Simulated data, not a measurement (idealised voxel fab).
Process module name: voxel local oxidation
Section shown: cut. Width: 175 nm. Cell size: 5 nm, square.
Just so we're on the same page, the cross-sections are grids of square cells, and they're listed out in bands top to bottom, each band one or more rows deep. Look at the band entry: it leads with the top's height and the bottom's height in nm. Then it lists the materials left to right, with a width in nm for each. The word "all across" on a single material says that material fills the band edge to edge. The word "blank" is empty space. Height 0 is the level under which the wafer as received is all one material. The lowest band goes on downwards, as in "0 down". Top row gets the first number, bottom row gets the second, and each row in between changes by the same step: that is how a band width like "30->40" works. The cross-section has no changed cell in any step marked "same as before". In "Enclosed void catalog" the enclosed voids are listed, meaning empty spaces of 8 cells or larger without any opening to the top. The form is width x height at distance, distance from the left edge, units nm. Read whatever lies past the settings on a step's line as the simulator's own remark about the step. overlay nm: mask offset rightward from planned place, masked step; negative means leftward offset.
The steps planned for the process are as follows
1: RECEIVE with material Si
2: OXIDIZE with depth nm 5
3: CONFORMAL_DEP with material SiN, thk nm 15
4: PATTERN with tone cover, mask id ACTIVE, material resist, width nm 100, thk nm 15, overlay nm 0
5: DIRECTIONAL_ETCH with etch materials SiN, depth nm 15
6: STRIP with etch materials resist
7: SELECTIVE_ETCH with etch materials SiO2, depth nm 5
8: OXIDIZE with depth nm 10
9: STRIP with etch materials SiN
First of two wafers, with the run carried out as planned
Cross-section of the incoming wafer, state after step 1
  0 down | Si all across
  Enclosed void catalog: none
Cross-section through the wafer, step 2 finished
  0 to -5 | SiO2 all across
  Note: structure below -5 unchanged.
Cross-section through the wafer, step 3 finished
  15 to 0 | SiN all across
  Note: structure below 0 unchanged.
Cross-section through the wafer, step 4 finished
  30 to 15 | blank 35; resist 100; blank 40
  Note: structure below 15 unchanged.
Cross-section through the wafer, step 5 finished
  30 to 15 | blank 35; resist 100; blank 40
  15 to 0 | blank 35; SiN 100; blank 40
  Note: structure below 0 unchanged.
Cross-section through the wafer, step 6 finished
  15 to 0 | blank 35; SiN 100; blank 40
  Note: structure below 0 unchanged.
Cross-section through the wafer, step 7 finished
  15 to 0 | blank 35; SiN 100; blank 40
  0 to -5 | blank 40; SiO2 90; blank 45
  Note: structure below -5 unchanged.
Cross-section through the wafer, step 8 finished
  15 to 0 | blank 35; SiN 100; blank 40
  0 to -5 | blank 40; SiO2 90; blank 45
  -5 to -15 | SiO2 50; Si 70; SiO2 55
  Note: structure below -15 unchanged.
Cross-section through the wafer, step 9 finished
  0 to -5 | blank 40; SiO2 90; blank 45
  Note: structure below -5 unchanged.
Second of two: same start, same plan, one run error; steps up to and including 3 match the first
Cross-sectional view of the second wafer at the intended end time of process step 4
  30 to 15 | blank 35; resist 105; blank 35
  Note: structure below 15 unchanged.
Cross-sectional view of the second wafer at the intended end time of process step 5
  30 to 15 | blank 35; resist 105; blank 35
  15 to 0 | blank 35; SiN 105; blank 35
  Note: structure below 0 unchanged.
Cross-sectional view of the second wafer at the intended end time of process step 6
  15 to 0 | blank 35; SiN 105; blank 35
  Note: structure below 0 unchanged.
Cross-sectional view of the second wafer at the intended end time of process step 7
  15 to 0 | blank 35; SiN 105; blank 35
  0 to -5 | blank 40; SiO2 95; blank 40
  Note: structure below -5 unchanged.
Cross-sectional view of the second wafer at the intended end time of process step 8
  15 to 0 | blank 35; SiN 105; blank 35
  0 to -5 | blank 40; SiO2 95; blank 40
  -5 to -15 | SiO2 50; Si 75; SiO2 50
  Note: structure below -15 unchanged.
Cross-sectional view of the second wafer at the intended end time of process step 9
  0 to -5 | blank 40; SiO2 95; blank 40
  Note: structure below -5 unchanged.
Processing error: so step 4 ended up running with a different setting than we planned, it ran as PATTERN with tone cover, mask id ACTIVE, material resist, width nm 105, thk nm 15, overlay nm 0
at the end the second wafer has, in cells: Si: 2 more; SiO2: 1 fewer
